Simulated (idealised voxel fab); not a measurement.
Documented hereafter: the process module known as voxel spacer lines.
Shown is cross-section cut, with a width of 240 nm and square cells of size 5 nm.
This document writes a cross-section as a grid whose cells are square, and gives it as bands, listed from the top down; one or more rows of cells form a band.
It is stipulated that each band's entry specify, in nanometres, the height of the top of the band and then that of its bottom, followed by the materials of the band in left-to-right sequence, each together with its width in nanometres. A single material marked by the word "edge to edge" is understood to fill the band from edge to edge; the word "air" is understood to denote empty space.
The level at which height equals 0 is the one under which the wafer, as it arrives, is entirely one material. No lower edge exists for the bottom band, which continues downward and is notated as in "from 0 down".
Read "30..40" as a graded width: first number on top, second number at the bottom, same change between each pair of neighbouring rows.
Step note "no modifications" = no cross-section cell changed.
Basically, "Sealed-off cavities" tells you about the enclosed voids: empty spaces with no open way to the top, 8 cells or bigger, each written width x height at distance, where distance is from the left edge, all in nm.
On a step's line, text after the settings is the simulator commenting on that step.
What "overlay nm" on a step's line means: if the step has a mask, that mask lay this far to the right of its planned place, or, when the value is negative, to the left.

Process steps - plan:
1) RECEIVE,material Si
2) CONFORMAL_DEP,material Al2O3,thk nm 10
3) DIRECTIONAL_DEP,material polySi,thk nm 15
4) DIRECTIONAL_DEP,material aC,thk nm 25
5) PATTERN,tone cover,mask id MANDREL,material resist,width nm 25,pitch nm 70,thk nm 30,overlay nm 0
6) DIRECTIONAL_ETCH,etch materials aC,depth nm 25
7) STRIP,etch materials resist
8) CONFORMAL_DEP,material SiN,thk nm 10
9) DIRECTIONAL_ETCH,etch materials SiN,depth nm 10
10) STRIP,etch materials aC
11) DIRECTIONAL_ETCH,etch materials polySi,depth nm 15
12) STRIP,etch materials SiN

Shown in cross-section is the wafer as received, that is, as it stands after step 1:
	from 0 down | Si edge to edge
	Sealed-off cavities: none

First of two wafers, end-of-module section, run followed plan:
	from 25 to 10 | air 60, polySi 10, air 25, polySi 10, air 25, polySi 10, air 25, polySi 10, air 65
	from 10 to 0 | Al2O3 edge to edge
	from 0 down | Si edge to edge
	Sealed-off cavities: none

Now the second wafer, cross-sectioned at the end of the module. Nothing different at the start, nothing different in the plan compared with the first, just one mistake when it was actually run:
	from 25 to 10 | air 70, polySi 10, air 5, polySi 10, air 45, polySi 10, air 5, polySi 10, air 75
	from 10 to 0 | Al2O3 edge to edge
	from 0 down | Si edge to edge
	Sealed-off cavities: none
What was done differently from what was planned? step 5 off recipe, ran as PATTERN,tone open,mask id MANDREL,material resist,width nm 25,pitch nm 70,thk nm 30,overlay nm 0
So at the finish, the second wafer's got exactly as many cells of each material as the first, just not in the same spots.
